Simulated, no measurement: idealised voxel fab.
Proc. module: voxel ribs on slabs
Section shown: cut. Width: 230 nm. Cell size: 5 nm, square.
A cross-section is a grid of square cells, given in bands from the top down. A band is one or more rows of cells.
Top height, bottom height, nm. Materials left to right, width each, nm. Single material + "throughout" = fills band edge to edge. "empty" = empty.
Heights are reckoned from 0. Under this level, the received wafer is all of one material. The bottommost band is open-ended downward, for example "0 nm and below".
Width "30 to 40": first value at the band's top row of cells, second value at its bottom row, equal change from row to row.
What does "stayed the same" mean for a step? It means no cell of the cross-section changed in that step.
Voids not open to the top, 8 cells minimum: see "Closed empty spaces". Written width x height at distance; distance is from the left edge; nm.
That trailing text on a step's line, after the settings, is the simulator's own remark on the step.
Among the settings permitted on a step's line is "overlay nm"; applied to a step with a mask, it specifies the extent to which the mask lay to the right of its planned position, whereas a negative figure signifies a position to the left.
The following list gives the planned process steps
1: RECEIVE: material Si
2: DIRECTIONAL_DEP: material SiO2, thk nm 30
3: DIRECTIONAL_DEP: material SiN, thk nm 25
4: DIRECTIONAL_DEP: material aC, thk nm 10
5: PATTERN: tone cover, mask id RIB, material resist, width nm 25, thk nm 25, overlay nm 0
6: DIRECTIONAL_ETCH: etch materials aC, depth nm 10
7: STRIP: etch materials resist
8: DIRECTIONAL_ETCH: etch materials SiN, depth nm 10
9: STRIP: etch materials aC
10: DIRECTIONAL_DEP: material aC, thk nm 15
11: PATTERN: tone cover, mask id SLAB, material resist, width nm 85, thk nm 30, overlay nm 0
12: DIRECTIONAL_ETCH: etch materials aC, depth nm 15
13: STRIP: etch materials resist
14: DIRECTIONAL_ETCH: etch materials SiN, depth nm 15
15: STRIP: etch materials aC
16: FILL_DEP: material SiO2, thk nm 15
17: CMP: height nm 65
18: DIRECTIONAL_DEP: material TiN, thk nm 5
19: PATTERN: tone cover, mask id HEATER, material resist, width nm 35, thk nm 20, overlay nm 0
20: DIRECTIONAL_ETCH: etch materials TiN, depth nm 5
21: STRIP: etch materials resist
22: CONFORMAL_DEP: material SiN, thk nm 10
First wafer out of two, processed as planned
Cross-section of the incoming wafer, state after step 1
  0 nm and below = Si throughout
  Closed empty spaces: none
Once step 2 is through, the wafer looks like this in cross-section
  30 nm to 0 nm = SiO2 throughout
  For the remainder of the cross-section, below 0, there is no change.
Once step 3 is through, the wafer looks like this in cross-section
  55 nm to 30 nm = SiN throughout
  For the remainder of the cross-section, below 30, there is no change.
Once step 4 is through, the wafer looks like this in cross-section
  65 nm to 55 nm = aC throughout
  For the remainder of the cross-section, below 55, there is no change.
Once step 5 is through, the wafer looks like this in cross-section
  90 nm to 65 nm = empty=100, then resist=25, then empty=105
  For the remainder of the cross-section, below 65, there is no change.
Once step 6 is through, the wafer looks like this in cross-section
  80 nm to 65 nm = empty=100, then resist=25, then empty=105
  65 nm to 55 nm = empty=100, then aC=25, then empty=105
  For the remainder of the cross-section, below 55, there is no change.
Once step 7 is through, the wafer looks like this in cross-section
  65 nm to 55 nm = empty=100, then aC=25, then empty=105
  For the remainder of the cross-section, below 55, there is no change.
Once step 8 is through, the wafer looks like this in cross-section
  65 nm to 55 nm = empty=100, then aC=25, then empty=105
  55 nm to 45 nm = empty=100, then SiN=25, then empty=105
  For the remainder of the cross-section, below 45, there is no change.
Once step 9 is through, the wafer looks like this in cross-section
  55 nm to 45 nm = empty=100, then SiN=25, then empty=105
  For the remainder of the cross-section, below 45, there is no change.
Once step 10 is through, the wafer looks like this in cross-section
  70 nm to 60 nm = empty=100, then aC=25, then empty=105
  60 nm to 55 nm = aC throughout
  55 nm to 45 nm = aC=100, then SiN=25, then aC=105
  For the remainder of the cross-section, below 45, there is no change.
Once step 11 is through, the wafer looks like this in cross-section
  100 nm to 70 nm = empty=70, then resist=85, then empty=75
  70 nm to 60 nm = empty=70, then resist=30, then aC=25, then resist=30, then empty=75
  For the remainder of the cross-section, below 60, there is no change.
Once step 12 is through, the wafer looks like this in cross-section
  85 nm to 70 nm = empty=70, then resist=85, then empty=75
  70 nm to 60 nm = empty=70, then resist=30, then aC=25, then resist=30, then empty=75
  60 nm to 55 nm = empty=70, then aC=85, then empty=75
  55 nm to 45 nm = empty=70, then aC=30, then SiN=25, then aC=30, then empty=75
  For the remainder of the cross-section, below 45, there is no change.
Once step 13 is through, the wafer looks like this in cross-section
  70 nm to 60 nm = empty=100, then aC=25, then empty=105
  For the remainder of the cross-section, below 60, there is no change.
Once step 14 is through, the wafer looks like this in cross-section
  70 nm to 60 nm = empty=100, then aC=25, then empty=105
  60 nm to 55 nm = empty=70, then aC=85, then empty=75
  55 nm to 45 nm = empty=70, then aC=30, then SiN=25, then aC=30, then empty=75
  45 nm to 30 nm = empty=70, then SiN=85, then empty=75
  For the remainder of the cross-section, below 30, there is no change.
Once step 15 is through, the wafer looks like this in cross-section
  55 nm to 45 nm = empty=100, then SiN=25, then empty=105
  For the remainder of the cross-section, below 45, there is no change.
Once step 16 is through, the wafer looks like this in cross-section
  70 nm to 55 nm = SiO2 throughout
  55 nm to 45 nm = SiO2=100, then SiN=25, then SiO2=105
  45 nm to 30 nm = SiO2=70, then SiN=85, then SiO2=75
  For the remainder of the cross-section, below 30, there is no change.
Once step 17 is through, the wafer looks like this in cross-section
  65 nm to 55 nm = SiO2 throughout
  For the remainder of the cross-section, below 55, there is no change.
Once step 18 is through, the wafer looks like this in cross-section
  70 nm to 65 nm = TiN throughout
  For the remainder of the cross-section, below 65, there is no change.
Once step 19 is through, the wafer looks like this in cross-section
  90 nm to 70 nm = empty=95, then resist=35, then empty=100
  For the remainder of the cross-section, below 70, there is no change.
Once step 20 is through, the wafer looks like this in cross-section
  90 nm to 70 nm = empty=95, then resist=35, then empty=100
  70 nm to 65 nm = empty=95, then TiN=35, then empty=100
  For the remainder of the cross-section, below 65, there is no change.
Once step 21 is through, the wafer looks like this in cross-section
  70 nm to 65 nm = empty=95, then TiN=35, then empty=100
  For the remainder of the cross-section, below 65, there is no change.
Once step 22 is through, the wafer looks like this in cross-section
  80 nm to 75 nm = empty=85, then SiN=55, then empty=90
  75 nm to 70 nm = SiN throughout
  70 nm to 65 nm = SiN=95, then TiN=35, then SiN=100
  For the remainder of the cross-section, below 65, there is no change.
Notes, second wafer: start = first wafer's, plan = first wafer's, execution had one mistake; history identical to first through step 1
Second wafer: cross-section at the scheduled end of step 2
  30 nm to 0 nm = TiN throughout
  For the remainder of the cross-section, below 0, there is no change.
Second wafer: cross-section at the scheduled end of step 3
  55 nm to 30 nm = SiN throughout
  For the remainder of the cross-section, below 30, there is no change.
Second wafer: cross-section at the scheduled end of step 4
  65 nm to 55 nm = aC throughout
  For the remainder of the cross-section, below 55, there is no change.
Second wafer: cross-section at the scheduled end of step 5
  90 nm to 65 nm = empty=100, then resist=25, then empty=105
  For the remainder of the cross-section, below 65, there is no change.
Second wafer: cross-section at the scheduled end of step 6
  80 nm to 65 nm = empty=100, then resist=25, then empty=105
  65 nm to 55 nm = empty=100, then aC=25, then empty=105
  For the remainder of the cross-section, below 55, there is no change.
Second wafer: cross-section at the scheduled end of step 7
  65 nm to 55 nm = empty=100, then aC=25, then empty=105
  For the remainder of the cross-section, below 55, there is no change.
Second wafer: cross-section at the scheduled end of step 8
  65 nm to 55 nm = empty=100, then aC=25, then empty=105
  55 nm to 45 nm = empty=100, then SiN=25, then empty=105
  For the remainder of the cross-section, below 45, there is no change.
Second wafer: cross-section at the scheduled end of step 9
  55 nm to 45 nm = empty=100, then SiN=25, then empty=105
  For the remainder of the cross-section, below 45, there is no change.
Second wafer: cross-section at the scheduled end of step 10
  70 nm to 60 nm = empty=100, then aC=25, then empty=105
  60 nm to 55 nm = aC throughout
  55 nm to 45 nm = aC=100, then SiN=25, then aC=105
  For the remainder of the cross-section, below 45, there is no change.
Second wafer: cross-section at the scheduled end of step 11
  100 nm to 70 nm = empty=70, then resist=85, then empty=75
  70 nm to 60 nm = empty=70, then resist=30, then aC=25, then resist=30, then empty=75
  For the remainder of the cross-section, below 60, there is no change.
Second wafer: cross-section at the scheduled end of step 12
  85 nm to 70 nm = empty=70, then resist=85, then empty=75
  70 nm to 60 nm = empty=70, then resist=30, then aC=25, then resist=30, then empty=75
  60 nm to 55 nm = empty=70, then aC=85, then empty=75
  55 nm to 45 nm = empty=70, then aC=30, then SiN=25, then aC=30, then empty=75
  For the remainder of the cross-section, below 45, there is no change.
Second wafer: cross-section at the scheduled end of step 13
  70 nm to 60 nm = empty=100, then aC=25, then empty=105
  For the remainder of the cross-section, below 60, there is no change.
Second wafer: cross-section at the scheduled end of step 14
  70 nm to 60 nm = empty=100, then aC=25, then empty=105
  60 nm to 55 nm = empty=70, then aC=85, then empty=75
  55 nm to 45 nm = empty=70, then aC=30, then SiN=25, then aC=30, then empty=75
  45 nm to 30 nm = empty=70, then SiN=85, then empty=75
  For the remainder of the cross-section, below 30, there is no change.
Second wafer: cross-section at the scheduled end of step 15
  55 nm to 45 nm = empty=100, then SiN=25, then empty=105
  For the remainder of the cross-section, below 45, there is no change.
Second wafer: cross-section at the scheduled end of step 16
  70 nm to 55 nm = SiO2 throughout
  55 nm to 45 nm = SiO2=100, then SiN=25, then SiO2=105
  45 nm to 30 nm = SiO2=70, then SiN=85, then SiO2=75
  For the remainder of the cross-section, below 30, there is no change.
Second wafer: cross-section at the scheduled end of step 17
  65 nm to 55 nm = SiO2 throughout
  For the remainder of the cross-section, below 55, there is no change.
Second wafer: cross-section at the scheduled end of step 18
  70 nm to 65 nm = TiN throughout
  For the remainder of the cross-section, below 65, there is no change.
Second wafer: cross-section at the scheduled end of step 19
  90 nm to 70 nm = empty=95, then resist=35, then empty=100
  For the remainder of the cross-section, below 70, there is no change.
Second wafer: cross-section at the scheduled end of step 20
  90 nm to 70 nm = empty=95, then resist=35, then empty=100
  70 nm to 65 nm = empty=95, then TiN=35, then empty=100
  For the remainder of the cross-section, below 65, there is no change.
Second wafer: cross-section at the scheduled end of step 21
  70 nm to 65 nm = empty=95, then TiN=35, then empty=100
  For the remainder of the cross-section, below 65, there is no change.
Second wafer: cross-section at the scheduled end of step 22
  80 nm to 75 nm = empty=85, then SiN=55, then empty=90
  75 nm to 70 nm = SiN throughout
  70 nm to 65 nm = SiN=95, then TiN=35, then SiN=100
  For the remainder of the cross-section, below 65, there is no change.
The mistake made against the process plan was this: for step 2, the planned setting was not used; the step was instead run as DIRECTIONAL_DEP: material TiN, thk nm 30
End of process, cell counts, second wafer against first, materials with more or fewer: SiO2 -276, TiN +276
